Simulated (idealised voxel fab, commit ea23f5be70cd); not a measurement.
A process module follows: voxel self aligned contacts.
Square cell edge 5 nm, section width 200 nm, ID cut.
Cross-section spec: square-cell grid; bands listed top down; each band is one or more rows. Heights first: top, then bottom, in nm. Then materials, left to right, each with a width in nm. "everywhere" on a single material: fills the band edge to edge. "air": empty space. A quick word on heights: they are counted from 0, and under that level the wafer as it came to us is one material throughout. The lowest band is different from the rest in having no bottom; it simply continues downward, written as in "z 0 and below". Width spec "30..40" -> top row of cells at first value, bottom row at second value, equal per-row change in between. Given "remained the same" for a step, no cell of the cross-section differs between before and after that step. If an empty space has no open way to the top and is at least 8 cells in size, "Sealed-off cavities" lists it, written width x height at distance, where distance is measured from the left edge and every value is in nm. That trailing text on a step's line, after the settings, is the simulator's own remark on the step. The "overlay nm" setting may appear on a step's line; for a step that uses a mask, it gives how far to the right of its planned position the mask lay, and a negative value indicates the left.
[So here's the lineup of process steps we planned]
1 op RECEIVE | material Si
2 op OXIDIZE | depth nm 5
3 op DIRECTIONAL_DEP | material polySi | thk nm 20
4 op DIRECTIONAL_DEP | material SiN | thk nm 25
5 op PATTERN | tone cover | mask id GATE | material resist | width nm 30 | pitch nm 70 | thk nm 20 | overlay nm 0
6 op DIRECTIONAL_ETCH | etch materials SiN | depth nm 25
7 op DIRECTIONAL_ETCH | etch materials polySi | depth nm 20
8 op STRIP | etch materials resist
9 op CONFORMAL_DEP | material SiN | thk nm 10
10 op DIRECTIONAL_ETCH | etch materials SiN | depth nm 10
11 op FILL_DEP | material SiO2 | thk nm 15
12 op CMP | height nm 50
13 op MASKED_ETCH | tone open | mask id CONTACT | width nm 50 | pitch nm 70 | etch materials SiO2 | depth nm 55 | overlay nm 0
14 op CONFORMAL_DEP | material TiN | thk nm 5
15 op FILL_DEP | material W | thk nm 5
16 op CMP | height nm 50
17 op CONFORMAL_DEP | material SiCN | thk nm 5
[Wafer as received: cross-section following step 1]
	z 0 and below | Si everywhere
	Sealed-off cavities: none
[Wafer at module end, in section. Began as above, planned as above, run with one mistake]
	z 55 to 50 | SiCN everywhere
	z 50 to 45 | SiO2 40; TiN 20; W 10; TiN 20; SiO2 20; TiN 20; W 10; TiN 20; SiO2 40
	z 45 to 30 | SiO2 5; SiN 10; polySi 30; SiN 10; TiN 5; W 10; TiN 5; SiN 10; polySi 30; SiN 10; TiN 5; W 10; TiN 5; SiN 10; polySi 30; SiN 10; SiO2 5
	z 30 to 25 | SiO2 5; SiN 10; polySi 30; SiN 10; TiN 20; SiN 10; polySi 30; SiN 10; TiN 20; SiN 10; polySi 30; SiN 10; SiO2 5
	z 25 to 0 | SiN everywhere
	z 0 to -5 | SiO2 everywhere
	z -5 and below | Si everywhere
	Sealed-off cavities: none
Nonconformance to the process plan: plan steps 3 and 4 run swapped
